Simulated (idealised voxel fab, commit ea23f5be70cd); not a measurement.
The process module presented herein is designated voxel wiring stack.
For reference, the cross-section in this document is cut, with width 260 nm and square cells of 5 nm.
Heads up, the way a cross-section reads in here is a grid of square cells, handed over as bands from the top down, with every band being one or more rows of cells. The entry gives the band's vertical extent as a top height and a bottom height in nm, then its horizontal make-up as materials from left to right, each with a width in nm. "air" stands for empty space; a single material marked "edge to edge" fills the band edge to edge. Where do heights start? At 0: under that level the wafer as delivered is made of one material only. And the lowest band has no floor; it just carries on downward, as in "0 down". Think of "30..40" as a width that walks from the first number to the second as you go down the band, top row to bottom row, taking equal-sized steps from row to row. No cell of the cross-section changed in a step that is given as "nothing changed". So "Fully closed voids" is basically the list of trapped voids: any empty space of 8 cells or more that can't reach the top through an opening. They're written width x height at distance, the distance being from the left edge, and it's all nm. Where a step's line continues beyond its settings, the continuation is a remark by the simulator itself on that step. overlay nm, on a step with a mask: how far to the right of its planned place the mask lay; to the left if negative. In what follows, pairs of cross-sections are presented, each taken before and after one process step, with the after cross-section shown only down to the lowest band that was altered; the step, together with its settings, is stated below the pair. The pairs may stem from different runs of this module on the same starting wafer; accordingly, a pair should be taken as continuing from the one above it solely where its entry headed "State before step" indicates as much.
### State before step
	80 to 75  TiN 100 nm, then air 10 nm, then TiN 40 nm, then air 10 nm, then TiN 100 nm
	75 to 60  lowk 95 nm, then TiN 5 nm, then air 10 nm, then TiN 5 nm, then lowk 30 nm, then TiN 5 nm, then air 10 nm, then TiN 5 nm, then lowk 95 nm
	60 to 55  lowk 95 nm, then TiN 5 nm, then air 5 nm, then TiN 10 nm, then lowk 30 nm, then TiN 20 nm, then lowk 95 nm
	55 to 50  lowk 95 nm, then TiN 5 nm, then air 5 nm, then TiN 5 nm, then lowk 150 nm
	50 to 45  SiCN 95 nm, then TiN 15 nm, then SiCN 150 nm
	45 to 20  lowk 95 nm, then Ru 20 nm, then lowk 30 nm, then Ru 20 nm, then lowk 95 nm
	20 to 15  lowk 95 nm, then TiN 20 nm, then lowk 30 nm, then TiN 20 nm, then lowk 95 nm
	15 to 0  SiO2 edge to edge
	0 down  Si edge to edge
	Fully closed voids: none
### Post-Step Section View
	85 to 80  Cu edge to edge
	80 to 75  TiN 100 nm, then Cu 10 nm, then TiN 40 nm, then Cu 10 nm, then TiN 100 nm
	75 to 60  lowk 95 nm, then TiN 5 nm, then Cu 10 nm, then TiN 5 nm, then lowk 30 nm, then TiN 5 nm, then Cu 10 nm, then TiN 5 nm, then lowk 95 nm
	60 to 55  lowk 95 nm, then TiN 5 nm, then Cu 5 nm, then TiN 10 nm, then lowk 30 nm, then TiN 20 nm, then lowk 95 nm
	55 to 50  lowk 95 nm, then TiN 5 nm, then Cu 5 nm, then TiN 5 nm, then lowk 150 nm
	below 50: unchanged
	Fully closed voids: none
As a process note, the step between the before and after cross-sections shown above is FILL_DEP | material Cu | thk nm 5
State before step: it's just the after picture from the pair right above this one.
### Post-Step Section View
	75 to 60  lowk 95 nm, then TiN 5 nm, then Cu 10 nm, then TiN 5 nm, then lowk 30 nm, then TiN 5 nm, then Cu 10 nm, then TiN 5 nm, then lowk 95 nm
	below 60: unchanged
	Fully closed voids: none
As a process note, the step between the before and after cross-sections shown above is CMP | height nm 75
State before step: it's just the after picture from the pair right above this one.
### Post-Step Section View
	80 to 75  SiCN edge to edge
	below 75: unchanged
	Fully closed voids: none
As a process note, the step between the before and after cross-sections shown above is CONFORMAL_DEP | material SiCN | thk nm 5
State before step: it's just the after picture from the pair right above this one.
### Post-Step Section View
	110 to 80  SiO2 edge to edge
	below 80: unchanged
	Fully closed voids: none
As a process note, the step between the before and after cross-sections shown above is DIRECTIONAL_DEP | material SiO2 | thk nm 30
State before step: it's just the after picture from the pair right above this one.
### Post-Step Section View
	125 to 110  aC edge to edge
	below 110: unchanged
	Fully closed voids: none
As a process note, the step between the before and after cross-sections shown above is DIRECTIONAL_DEP | material aC | thk nm 15
State before step: it's just the after picture from the pair right above this one.
### Post-Step Section View
	160 to 125  resist 95 nm, then air 15 nm, then resist 150 nm
	below 125: unchanged
	Fully closed voids: none
As a process note, the step between the before and after cross-sections shown above is PATTERN | tone open | mask id METAL_3_HOLES | material resist | width nm 15 | thk nm 35 | overlay nm 0
State before step: it's just the after picture from the pair right above this one.
### Post-Step Section View
	145 to 125  resist 95 nm, then air 15 nm, then resist 150 nm
	125 to 110  aC 95 nm, then air 15 nm, then aC 150 nm
	below 110: unchanged
	Fully closed voids: none
As a process note, the step between the before and after cross-sections shown above is DIRECTIONAL_ETCH | etch materials aC | depth nm 15
State before step: it's just the after picture from the pair right above this one.
### Post-Step Section View
	125 to 110  aC 95 nm, then air 15 nm, then aC 150 nm
	below 110: unchanged
	Fully closed voids: none
As a process note, the step between the before and after cross-sections shown above is STRIP | etch materials resist
State before step: it's just the after picture from the pair right above this one.
### Post-Step Section View
	125 to 110  aC 95 nm, then air 15 nm, then aC 150 nm
	110 to 80  SiO2 95 nm, then air 15 nm, then SiO2 150 nm
	below 80: unchanged
	Fully closed voids: none
As a process note, the step between the before and after cross-sections shown above is DIRECTIONAL_ETCH | etch materials SiO2 | depth nm 30
State before step: it's just the after picture from the pair right above this one.
### Post-Step Section View
	110 to 80  SiO2 95 nm, then air 15 nm, then SiO2 150 nm
	below 80: unchanged
	Fully closed voids: none
As a process note, the step between the before and after cross-sections shown above is STRIP | etch materials aC
State before step: it's just the after picture from the pair right above this one.
### Post-Step Section View
	120 to 110  aC 95 nm, then air 15 nm, then aC 150 nm
	110 to 90  SiO2 95 nm, then air 15 nm, then SiO2 150 nm
	90 to 80  SiO2 95 nm, then aC 15 nm, then SiO2 150 nm
	below 80: unchanged
	Fully closed voids: none
As a process note, the step between the before and after cross-sections shown above is DIRECTIONAL_DEP | material aC | thk nm 10
State before step: it's just the after picture from the pair right above this one.
### Post-Step Section View
	150 to 120  resist 95 nm, then air 20 nm, then resist 30 nm, then air 20 nm, then resist 95 nm
	below 120: unchanged
	Fully closed voids: none
As a process note, the step between the before and after cross-sections shown above is PATTERN | tone open | mask id METAL_3 | material resist | width nm 20 | pitch nm 50 | thk nm 30 | overlay nm 0
State before step: it's just the after picture from the pair right above this one.
### Post-Step Section View
	140 to 120  resist 95 nm, then air 20 nm, then resist 30 nm, then air 20 nm, then resist 95 nm
	120 to 110  aC 95 nm, then air 20 nm, then aC 30 nm, then air 20 nm, then aC 95 nm
	110 to 80  SiO2 95 nm, then air 15 nm, then SiO2 150 nm
	below 80: unchanged
	Fully closed voids: none
As a process note, the step between the before and after cross-sections shown above is DIRECTIONAL_ETCH | etch materials aC | depth nm 10
State before step: it's just the after picture from the pair right above this one.
### Post-Step Section View
	120 to 110  aC 95 nm, then air 20 nm, then aC 30 nm, then air 20 nm, then aC 95 nm
	below 110: unchanged
	Fully closed voids: none
As a process note, the step between the before and after cross-sections shown above is STRIP | etch materials resist
State before step: it's just the after picture from the pair right above this one.
### Post-Step Section View
	120 to 110  aC 95 nm, then air 20 nm, then aC 30 nm, then air 20 nm, then aC 95 nm
	110 to 95  SiO2 95 nm, then air 20 nm, then SiO2 30 nm, then air 20 nm, then SiO2 95 nm
	below 95: unchanged
	Fully closed voids: none
As a process note, the step between the before and after cross-sections shown above is DIRECTIONAL_ETCH | etch materials SiO2 | depth nm 15
State before step: it's just the after picture from the pair right above this one.
### Post-Step Section View
	120 to 110  aC 95 nm, then air 20 nm, then aC 30 nm, then air 20 nm, then aC 95 nm
	110 to 95  SiO2 95 nm, then air 20 nm, then SiO2 30 nm, then air 20 nm, then SiO2 95 nm
	95 to 80  SiO2 95 nm, then air 15 nm, then SiO2 150 nm
	80 to 75  SiCN 95 nm, then air 15 nm, then SiCN 150 nm
	below 75: unchanged
	Fully closed voids: none
As a process note, the step between the before and after cross-sections shown above is DIRECTIONAL_ETCH | etch materials SiCN | depth nm 5
State before step: it's just the after picture from the pair right above this one.
### Post-Step Section View
	110 to 95  SiO2 95 nm, then air 20 nm, then SiO2 30 nm, then air 20 nm, then SiO2 95 nm
	below 95: unchanged
	Fully closed voids: none
As a process note, the step between the before and after cross-sections shown above is STRIP | etch materials aC
State before step: it's just the after picture from the pair right above this one.
### Post-Step Section View
	115 to 110  TiN 100 nm, then air 10 nm, then TiN 40 nm, then air 10 nm, then TiN 100 nm
	110 to 100  SiO2 95 nm, then TiN 5 nm, then air 10 nm, then TiN 5 nm, then SiO2 30 nm, then TiN 5 nm, then air 10 nm, then TiN 5 nm, then SiO2 95 nm
	100 to 95  SiO2 95 nm, then TiN 5 nm, then air 5 nm, then TiN 10 nm, then SiO2 30 nm, then TiN 20 nm, then SiO2 95 nm
	95 to 80  SiO2 95 nm, then TiN 5 nm, then air 5 nm, then TiN 5 nm, then SiO2 150 nm
	80 to 75  SiCN 95 nm, then TiN 15 nm, then SiCN 150 nm
	below 75: unchanged
	Fully closed voids: none
As a process note, the step between the before and after cross-sections shown above is CONFORMAL_DEP | material TiN | thk nm 5
State before step: it's just the after picture from the pair right above this one.
### Post-Step Section View
	125 to 115  Cu edge to edge
	115 to 110  TiN 100 nm, then Cu 10 nm, then TiN 40 nm, then Cu 10 nm, then TiN 100 nm
	110 to 100  SiO2 95 nm, then TiN 5 nm, then Cu 10 nm, then TiN 5 nm, then SiO2 30 nm, then TiN 5 nm, then Cu 10 nm, then TiN 5 nm, then SiO2 95 nm
	100 to 95  SiO2 95 nm, then TiN 5 nm, then Cu 5 nm, then TiN 10 nm, then SiO2 30 nm, then TiN 20 nm, then SiO2 95 nm
	95 to 80  SiO2 95 nm, then TiN 5 nm, then Cu 5 nm, then TiN 5 nm, then SiO2 150 nm
	below 80: unchanged
	Fully closed voids: none
As a process note, the step between the before and after cross-sections shown above is FILL_DEP | material Cu | thk nm 10
State before step: it's just the after picture from the pair right above this one.
### Post-Step Section View
	110 to 100  SiO2 95 nm, then TiN 5 nm, then Cu 10 nm, then TiN 5 nm, then SiO2 30 nm, then TiN 5 nm, then Cu 10 nm, then TiN 5 nm, then SiO2 95 nm
	below 100: unchanged
	Fully closed voids: none
As a process note, the step between the before and after cross-sections shown above is CMP | height nm 110
State before step: it's just the after picture from the pair right above this one.
### Post-Step Section View
	115 to 110  SiCN edge to edge
	below 110: unchanged
	Fully closed voids: none
As a process note, the step between the before and after cross-sections shown above is CONFORMAL_DEP | material SiCN | thk nm 5
State before step: it's just the after picture from the pair right above this one.
### Post-Step Section View
	130 to 115  lowk edge to edge
	below 115: unchanged
	Fully closed voids: none
As a process note, the step between the before and after cross-sections shown above is DIRECTIONAL_DEP | material lowk | thk nm 15
State before step: it's just the after picture from the pair right above this one.
### Post-Step Section View
	130 to 115  lowk 95 nm, then air 15 nm, then lowk 150 nm
	below 115: unchanged
	Fully closed voids: none
As a process note, the step between the before and after cross-sections shown above is MASKED_ETCH | tone open | mask id PLUG_3 | width nm 15 | etch materials lowk | depth nm 15 | overlay nm 0
State before step: it's just the after picture from the pair right above this one.
### Post-Step Section View
	130 to 115  lowk 95 nm, then air 15 nm, then lowk 150 nm
	115 to 110  SiCN 95 nm, then air 15 nm, then SiCN 150 nm
	below 110: unchanged
	Fully closed voids: none
As a process note, the step between the before and after cross-sections shown above is MASKED_ETCH | tone open | mask id PLUG_3 | width nm 15 | etch materials SiCN | depth nm 5 | overlay nm 0
State before step: it's just the after picture from the pair right above this one.
### Post-Step Section View
	130 to 120  lowk 95 nm, then air 15 nm, then lowk 150 nm
	120 to 115  lowk 95 nm, then Ru 15 nm, then lowk 150 nm
	115 to 110  SiCN 95 nm, then Ru 15 nm, then SiCN 150 nm
	below 110: unchanged
	Fully closed voids: none
As a process note, the step between the before and after cross-sections shown above is EPI | material Ru | thk nm 10
State before step: it's just the after picture from the pair right above this one.
### Post-Step Section View
	130 to 115  lowk 95 nm, then Ru 15 nm, then lowk 150 nm
	below 115: unchanged
	Fully closed voids: none
As a process note, the step between the before and after cross-sections shown above is EPI | material Ru | thk nm 10
State before step: it's just the after picture from the pair right above this one.
### Post-Step Section View
	135 to 130  TiN edge to edge
	below 130: unchanged
	Fully closed voids: none
As a process note, the step between the before and after cross-sections shown above is DIRECTIONAL_DEP | material TiN | thk nm 5
State before step: it's just the after picture from the pair right above this one.
### Post-Step Section View
	150 to 135  Ru edge to edge
	below 135: unchanged
	Fully closed voids: none
As a process note, the step between the before and after cross-sections shown above is DIRECTIONAL_DEP | material Ru | thk nm 15
State before step: it's just the after picture from the pair right above this one.
### Post-Step Section View
	165 to 150  aC edge to edge
	below 150: unchanged
	Fully closed voids: none
As a process note, the step between the before and after cross-sections shown above is DIRECTIONAL_DEP | material aC | thk nm 15
State before step: it's just the after picture from the pair right above this one.
### Post-Step Section View
	200 to 165  air 95 nm, then resist 20 nm, then air 30 nm, then resist 20 nm, then air 95 nm
	below 165: unchanged
	Fully closed voids: none
As a process note, the step between the before and after cross-sections shown above is PATTERN | tone cover | mask id METAL_4 | material resist | width nm 20 | pitch nm 50 | thk nm 35 | overlay nm 0
State before step: it's just the after picture from the pair right above this one.
### Post-Step Section View
	185 to 165  air 95 nm, then resist 20 nm, then air 30 nm, then resist 20 nm, then air 95 nm
	165 to 150  air 95 nm, then aC 20 nm, then air 30 nm, then aC 20 nm, then air 95 nm
	below 150: unchanged
	Fully closed voids: none
As a process note, the step between the before and after cross-sections shown above is DIRECTIONAL_ETCH | etch materials aC | depth nm 15
State before step: it's just the after picture from the pair right above this one.
### Post-Step Section View
	165 to 150  air 95 nm, then aC 20 nm, then air 30 nm, then aC 20 nm, then air 95 nm
	below 150: unchanged
	Fully closed voids: none
As a process note, the step between the before and after cross-sections shown above is STRIP | etch materials resist
State before step: it's just the after picture from the pair right above this one.
### Post-Step Section View
	165 to 150  air 95 nm, then aC 20 nm, then air 30 nm, then aC 20 nm, then air 95 nm
	150 to 135  air 95 nm, then Ru 20 nm, then air 30 nm, then Ru 20 nm, then air 95 nm
	below 135: unchanged
	Fully closed voids: none
As a process note, the step between the before and after cross-sections shown above is DIRECTIONAL_ETCH | etch materials Ru | depth nm 15
State before step: it's just the after picture from the pair right above this one.
### Post-Step Section View
	165 to 150  air 95 nm, then aC 20 nm, then air 30 nm, then aC 20 nm, then air 95 nm
	150 to 135  air 95 nm, then Ru 20 nm, then air 30 nm, then Ru 20 nm, then air 95 nm
	135 to 130  air 95 nm, then TiN 20 nm, then air 30 nm, then TiN 20 nm, then air 95 nm
	below 130: unchanged
	Fully closed voids: none
As a process note, the step between the before and after cross-sections shown above is DIRECTIONAL_ETCH | etch materials TiN | depth nm 5
State before step: it's just the after picture from the pair right above this one.
### Post-Step Section View
	150 to 135  air 95 nm, then Ru 20 nm, then air 30 nm, then Ru 20 nm, then air 95 nm
	below 135: unchanged
	Fully closed voids: none
As a process note, the step between the before and after cross-sections shown above is STRIP | etch materials aC
State before step: it's just the after picture from the pair right above this one.
### Post-Step Section View
	155 to 150  lowk edge to edge
	150 to 135  lowk 95 nm, then Ru 20 nm, then lowk 30 nm, then Ru 20 nm, then lowk 95 nm
	135 to 130  lowk 95 nm, then TiN 20 nm, then lowk 30 nm, then TiN 20 nm, then lowk 95 nm
	below 130: unchanged
	Fully closed voids: none
As a process note, the step between the before and after cross-sections shown above is FILL_DEP | material lowk | thk nm 5
State before step: it's just the after picture from the pair right above this one.
### Post-Step Section View
	150 to 135  lowk 95 nm, then Ru 20 nm, then lowk 30 nm, then Ru 20 nm, then lowk 95 nm
	below 135: unchanged
	Fully closed voids: none
As a process note, the step between the before and after cross-sections shown above is CMP | height nm 150
State before step: it's just the after picture from the pair right above this one.
### Post-Step Section View
	155 to 150  SiN edge to edge
	below 150: unchanged
	Fully closed voids: none
As a process note, the step between the before and after cross-sections shown above is CONFORMAL_DEP | material SiN | thk nm 5
### State before step
	120 to 110  aC 95 nm, then air 15 nm, then aC 150 nm
	110 to 90  SiO2 95 nm, then air 15 nm, then SiO2 150 nm
	90 to 80  SiO2 95 nm, then aC 15 nm, then SiO2 150 nm
	80 to 75  SiCN edge to edge
	75 to 65  lowk 95 nm, then TiN 5 nm, then Cu 10 nm, then TiN 5 nm, then lowk 30 nm, then TiN 5 nm, then Cu 10 nm, then TiN 5 nm, then lowk 95 nm
	65 to 60  lowk 95 nm, then TiN 5 nm, then Cu 5 nm, then TiN 10 nm, then lowk 30 nm, then TiN 20 nm, then lowk 95 nm
	60 to 50  lowk 95 nm, then TiN 5 nm, then Cu 5 nm, then TiN 5 nm, then lowk 150 nm
	50 to 45  SiCN 95 nm, then TiN 15 nm, then SiCN 150 nm
	45 to 20  lowk 95 nm, then Ru 20 nm, then lowk 30 nm, then Ru 20 nm, then lowk 95 nm
	20 to 15  lowk 95 nm, then TiN 20 nm, then lowk 30 nm, then TiN 20 nm, then lowk 95 nm
	15 to 0  SiO2 edge to edge
	0 down  Si edge to edge
	Fully closed voids: none
### Post-Step Section View
	150 to 120  resist 95 nm, then air 25 nm, then resist 25 nm, then air 25 nm, then resist 90 nm
	below 120: unchanged
	Fully closed voids: none
As a process note, the step between the before and after cross-sections shown above is PATTERN | tone open | mask id METAL_3 | material resist | width nm 25 | pitch nm 50 | thk nm 30 | overlay nm 0
State before step: it's just the after picture from the pair right above this one.
### Post-Step Section View
	140 to 120  resist 95 nm, then air 25 nm, then resist 25 nm, then air 25 nm, then resist 90 nm
	120 to 110  aC 95 nm, then air 25 nm, then aC 25 nm, then air 25 nm, then aC 90 nm
	110 to 80  SiO2 95 nm, then air 15 nm, then SiO2 150 nm
	below 80: unchanged
	Fully closed voids: none
As a process note, the step between the before and after cross-sections shown above is DIRECTIONAL_ETCH | etch materials aC | depth nm 10
State before step: it's just the after picture from the pair right above this one.
### Post-Step Section View
	120 to 110  aC 95 nm, then air 25 nm, then aC 25 nm, then air 25 nm, then aC 90 nm
	below 110: unchanged
	Fully closed voids: none
As a process note, the step between the before and after cross-sections shown above is STRIP | etch materials resist
State before step: it's just the after picture from the pair right above this one.
### Post-Step Section View
	120 to 110  aC 95 nm, then air 25 nm, then aC 25 nm, then air 25 nm, then aC 90 nm
	110 to 95  SiO2 95 nm, then air 25 nm, then SiO2 25 nm, then air 25 nm, then SiO2 90 nm
	below 95: unchanged
	Fully closed voids: none
As a process note, the step between the before and after cross-sections shown above is DIRECTIONAL_ETCH | etch materials SiO2 | depth nm 15
State before step: it's just the after picture from the pair right above this one.
### Post-Step Section View
	120 to 110  aC 95 nm, then air 25 nm, then aC 25 nm, then air 25 nm, then aC 90 nm
	110 to 95  SiO2 95 nm, then air 25 nm, then SiO2 25 nm, then air 25 nm, then SiO2 90 nm
	95 to 80  SiO2 95 nm, then air 15 nm, then SiO2 150 nm
	80 to 75  SiCN 95 nm, then air 15 nm, then SiCN 150 nm
	below 75: unchanged
	Fully closed voids: none
As a process note, the step between the before and after cross-sections shown above is DIRECTIONAL_ETCH | etch materials SiCN | depth nm 5
State before step: it's just the after picture from the pair right above this one.
### Post-Step Section View
	110 to 95  SiO2 95 nm, then air 25 nm, then SiO2 25 nm, then air 25 nm, then SiO2 90 nm
	below 95: unchanged
	Fully closed voids: none
As a process note, the step between the before and after cross-sections shown above is STRIP | etch materials aC
State before step: it's just the after picture from the pair right above this one.
### Post-Step Section View
	115 to 110  TiN 100 nm, then air 15 nm, then TiN 35 nm, then air 15 nm, then TiN 95 nm
	110 to 100  SiO2 95 nm, then TiN 5 nm, then air 15 nm, then TiN 5 nm, then SiO2 25 nm, then TiN 5 nm, then air 15 nm, then TiN 5 nm, then SiO2 90 nm
	100 to 95  SiO2 95 nm, then TiN 5 nm, then air 5 nm, then TiN 15 nm, then SiO2 25 nm, then TiN 25 nm, then SiO2 90 nm
	95 to 80  SiO2 95 nm, then TiN 5 nm, then air 5 nm, then TiN 5 nm, then SiO2 150 nm
	80 to 75  SiCN 95 nm, then TiN 15 nm, then SiCN 150 nm
	below 75: unchanged
	Fully closed voids: none
As a process note, the step between the before and after cross-sections shown above is CONFORMAL_DEP | material TiN | thk nm 5
State before step: it's just the after picture from the pair right above this one.
### Post-Step Section View
	125 to 115  Cu edge to edge
	115 to 110  TiN 100 nm, then Cu 15 nm, then TiN 35 nm, then Cu 15 nm, then TiN 95 nm
	110 to 100  SiO2 95 nm, then TiN 5 nm, then Cu 15 nm, then TiN 5 nm, then SiO2 25 nm, then TiN 5 nm, then Cu 15 nm, then TiN 5 nm, then SiO2 90 nm
	100 to 95  SiO2 95 nm, then TiN 5 nm, then Cu 5 nm, then TiN 15 nm, then SiO2 25 nm, then TiN 25 nm, then SiO2 90 nm
	95 to 80  SiO2 95 nm, then TiN 5 nm, then Cu 5 nm, then TiN 5 nm, then SiO2 150 nm
	below 80: unchanged
	Fully closed voids: none
As a process note, the step between the before and after cross-sections shown above is FILL_DEP | material Cu | thk nm 10
State before step: it's just the after picture from the pair right above this one.
### Post-Step Section View
	110 to 100  SiO2 95 nm, then TiN 5 nm, then Cu 15 nm, then TiN 5 nm, then SiO2 25 nm, then TiN 5 nm, then Cu 15 nm, then TiN 5 nm, then SiO2 90 nm
	below 100: unchanged
	Fully closed voids: none
As a process note, the step between the before and after cross-sections shown above is CMP | height nm 110
State before step: it's just the after picture from the pair right above this one.
### Post-Step Section View
	115 to 110  SiCN edge to edge
	below 110: unchanged
	Fully closed voids: none
As a process note, the step between the before and after cross-sections shown above is CONFORMAL_DEP | material SiCN | thk nm 5
State before step: it's just the after picture from the pair right above this one.
### Post-Step Section View
	130 to 115  lowk edge to edge
	below 115: unchanged
	Fully closed voids: none
As a process note, the step between the before and after cross-sections shown above is DIRECTIONAL_DEP | material lowk | thk nm 15
State before step: it's just the after picture from the pair right above this one.
### Post-Step Section View
	130 to 115  lowk 95 nm, then air 15 nm, then lowk 150 nm
	below 115: unchanged
	Fully closed voids: none
As a process note, the step between the before and after cross-sections shown above is MASKED_ETCH | tone open | mask id PLUG_3 | width nm 15 | etch materials lowk | depth nm 15 | overlay nm 0
State before step: it's just the after picture from the pair right above this one.
### Post-Step Section View
	130 to 115  lowk 95 nm, then air 15 nm, then lowk 150 nm
	115 to 110  SiCN 95 nm, then air 15 nm, then SiCN 150 nm
	below 110: unchanged
	Fully closed voids: none
As a process note, the step between the before and after cross-sections shown above is MASKED_ETCH | tone open | mask id PLUG_3 | width nm 15 | etch materials SiCN | depth nm 5 | overlay nm 0
State before step: it's just the after picture from the pair right above this one.
### Post-Step Section View
	130 to 120  lowk 95 nm, then air 15 nm, then lowk 150 nm
	120 to 115  lowk 95 nm, then Ru 15 nm, then lowk 150 nm
	115 to 110  SiCN 95 nm, then Ru 15 nm, then SiCN 150 nm
	below 110: unchanged
	Fully closed voids: none
As a process note, the step between the before and after cross-sections shown above is EPI | material Ru | thk nm 10
State before step: it's just the after picture from the pair right above this one.
### Post-Step Section View
	130 to 115  lowk 95 nm, then Ru 15 nm, then lowk 150 nm
	below 115: unchanged
	Fully closed voids: none
As a process note, the step between the before and after cross-sections shown above is EPI | material Ru | thk nm 10
State before step: it's just the after picture from the pair right above this one.
### Post-Step Section View
	135 to 130  TiN edge to edge
	below 130: unchanged
	Fully closed voids: none
As a process note, the step between the before and after cross-sections shown above is DIRECTIONAL_DEP | material TiN | thk nm 5
State before step: it's just the after picture from the pair right above this one.
### Post-Step Section View
	150 to 135  Ru edge to edge
	below 135: unchanged
	Fully closed voids: none
As a process note, the step between the before and after cross-sections shown above is DIRECTIONAL_DEP | material Ru | thk nm 15
State before step: it's just the after picture from the pair right above this one.
### Post-Step Section View
	165 to 150  aC edge to edge
	below 150: unchanged
	Fully closed voids: none
As a process note, the step between the before and after cross-sections shown above is DIRECTIONAL_DEP | material aC | thk nm 15
State before step: it's just the after picture from the pair right above this one.
### Post-Step Section View
	200 to 165  air 95 nm, then resist 20 nm, then air 30 nm, then resist 20 nm, then air 95 nm
	below 165: unchanged
	Fully closed voids: none
As a process note, the step between the before and after cross-sections shown above is PATTERN | tone cover | mask id METAL_4 | material resist | width nm 20 | pitch nm 50 | thk nm 35 | overlay nm 0
State before step: it's just the after picture from the pair right above this one.
### Post-Step Section View
	185 to 165  air 95 nm, then resist 20 nm, then air 30 nm, then resist 20 nm, then air 95 nm
	165 to 150  air 95 nm, then aC 20 nm, then air 30 nm, then aC 20 nm, then air 95 nm
	below 150: unchanged
	Fully closed voids: none
As a process note, the step between the before and after cross-sections shown above is DIRECTIONAL_ETCH | etch materials aC | depth nm 15
State before step: it's just the after picture from the pair right above this one.
### Post-Step Section View
	165 to 150  air 95 nm, then aC 20 nm, then air 30 nm, then aC 20 nm, then air 95 nm
	below 150: unchanged
	Fully closed voids: none
As a process note, the step between the before and after cross-sections shown above is STRIP | etch materials resist
State before step: it's just the after picture from the pair right above this one.
### Post-Step Section View
	165 to 150  air 95 nm, then aC 20 nm, then air 30 nm, then aC 20 nm, then air 95 nm
	150 to 135  air 95 nm, then Ru 20 nm, then air 30 nm, then Ru 20 nm, then air 95 nm
	below 135: unchanged
	Fully closed voids: none
As a process note, the step between the before and after cross-sections shown above is DIRECTIONAL_ETCH | etch materials Ru | depth nm 15
State before step: it's just the after picture from the pair right above this one.
### Post-Step Section View
	165 to 150  air 95 nm, then aC 20 nm, then air 30 nm, then aC 20 nm, then air 95 nm
	150 to 135  air 95 nm, then Ru 20 nm, then air 30 nm, then Ru 20 nm, then air 95 nm
	135 to 130  air 95 nm, then TiN 20 nm, then air 30 nm, then TiN 20 nm, then air 95 nm
	below 130: unchanged
	Fully closed voids: none
As a process note, the step between the before and after cross-sections shown above is DIRECTIONAL_ETCH | etch materials TiN | depth nm 5
State before step: it's just the after picture from the pair right above this one.
### Post-Step Section View
	150 to 135  air 95 nm, then Ru 20 nm, then air 30 nm, then Ru 20 nm, then air 95 nm
	below 135: unchanged
	Fully closed voids: none
As a process note, the step between the before and after cross-sections shown above is STRIP | etch materials aC
State before step: it's just the after picture from the pair right above this one.
### Post-Step Section View
	155 to 150  lowk edge to edge
	150 to 135  lowk 95 nm, then Ru 20 nm, then lowk 30 nm, then Ru 20 nm, then lowk 95 nm
	135 to 130  lowk 95 nm, then TiN 20 nm, then lowk 30 nm, then TiN 20 nm, then lowk 95 nm
	below 130: unchanged
	Fully closed voids: none
As a process note, the step between the before and after cross-sections shown above is FILL_DEP | material lowk | thk nm 5
State before step: it's just the after picture from the pair right above this one.
### Post-Step Section View
	150 to 135  lowk 95 nm, then Ru 20 nm, then lowk 30 nm, then Ru 20 nm, then lowk 95 nm
	below 135: unchanged
	Fully closed voids: none
As a process note, the step between the before and after cross-sections shown above is CMP | height nm 150
State before step: it's just the after picture from the pair right above this one.
### Post-Step Section View
	155 to 150  SiN edge to edge
	below 150: unchanged
	Fully closed voids: none
As a process note, the step between the before and after cross-sections shown above is CONFORMAL_DEP | material SiN | thk nm 5
### State before step
	45 to 20  Ru edge to edge
	20 to 15  TiN edge to edge
	15 to 0  SiO2 edge to edge
	0 down  Si edge to edge
	Fully closed voids: none
### Post-Step Section View
	65 to 45  air 85 nm, then resist 20 nm, then air 30 nm, then resist 20 nm, then air 105 nm
	below 45: unchanged
	Fully closed voids: none
As a process note, the step between the before and after cross-sections shown above is PATTERN | tone cover | mask id METAL_1 | material resist | width nm 20 | pitch nm 50 | thk nm 20 | overlay nm -10
State before step: it's just the after picture from the pair right above this one.
### Post-Step Section View
	65 to 45  air 85 nm, then resist 20 nm, then air 30 nm, then resist 20 nm, then air 105 nm
	45 to 20  air 85 nm, then Ru 20 nm, then air 30 nm, then Ru 20 nm, then air 105 nm
	below 20: unchanged
	Fully closed voids: none
As a process note, the step between the before and after cross-sections shown above is DIRECTIONAL_ETCH | etch materials Ru | depth nm 25
State before step: it's just the after picture from the pair right above this one.
### Post-Step Section View
	65 to 45  air 85 nm, then resist 20 nm, then air 30 nm, then resist 20 nm, then air 105 nm
	45 to 20  air 85 nm, then Ru 20 nm, then air 30 nm, then Ru 20 nm, then air 105 nm
	20 to 15  air 85 nm, then TiN 20 nm, then air 30 nm, then TiN 20 nm, then air 105 nm
	below 15: unchanged
	Fully closed voids: none
As a process note, the step between the before and after cross-sections shown above is DIRECTIONAL_ETCH | etch materials TiN | depth nm 5
State before step: it's just the after picture from the pair right above this one.
### Post-Step Section View
	45 to 20  air 85 nm, then Ru 20 nm, then air 30 nm, then Ru 20 nm, then air 105 nm
	below 20: unchanged
	Fully closed voids: none
As a process note, the step between the before and after cross-sections shown above is STRIP | etch materials resist
State before step: it's just the after picture from the pair right above this one.
### Post-Step Section View
	55 to 45  lowk edge to edge
	45 to 20  lowk 85 nm, then Ru 20 nm, then lowk 30 nm, then Ru 20 nm, then lowk 105 nm
	20 to 15  lowk 85 nm, then TiN 20 nm, then lowk 30 nm, then TiN 20 nm, then lowk 105 nm
	below 15: unchanged
	Fully closed voids: none
As a process note, the step between the before and after cross-sections shown above is FILL_DEP | material lowk | thk nm 10
State before step: it's just the after picture from the pair right above this one.
### Post-Step Section View
	45 to 20  lowk 85 nm, then Ru 20 nm, then lowk 30 nm, then Ru 20 nm, then lowk 105 nm
	below 20: unchanged
	Fully closed voids: none
As a process note, the step between the before and after cross-sections shown above is CMP | height nm 45
State before step: it's just the after picture from the pair right above this one.
### Post-Step Section View
	50 to 45  SiCN edge to edge
	below 45: unchanged
	Fully closed voids: none
As a process note, the step between the before and after cross-sections shown above is CONFORMAL_DEP | material SiCN | thk nm 5
State before step: it's just the after picture from the pair right above this one.
### Post-Step Section View
	75 to 50  lowk edge to edge
	below 50: unchanged
	Fully closed voids: none
As a process note, the step between the before and after cross-sections shown above is DIRECTIONAL_DEP | material lowk | thk nm 25
State before step: it's just the after picture from the pair right above this one.
### Post-Step Section View
	90 to 75  aC edge to edge
	below 75: unchanged
	Fully closed voids: none
As a process note, the step between the before and after cross-sections shown above is DIRECTIONAL_DEP | material aC | thk nm 15
State before step: it's just the after picture from the pair right above this one.
### Post-Step Section View
	125 to 90  resist 95 nm, then air 15 nm, then resist 150 nm
	below 90: unchanged
	Fully closed voids: none
As a process note, the step between the before and after cross-sections shown above is PATTERN | tone open | mask id METAL_2_HOLES | material resist | width nm 15 | thk nm 35 | overlay nm 0
State before step: it's just the after picture from the pair right above this one.
### Post-Step Section View
	110 to 90  resist 95 nm, then air 15 nm, then resist 150 nm
	90 to 75  aC 95 nm, then air 15 nm, then aC 150 nm
	below 75: unchanged
	Fully closed voids: none
As a process note, the step between the before and after cross-sections shown above is DIRECTIONAL_ETCH | etch materials aC | depth nm 15
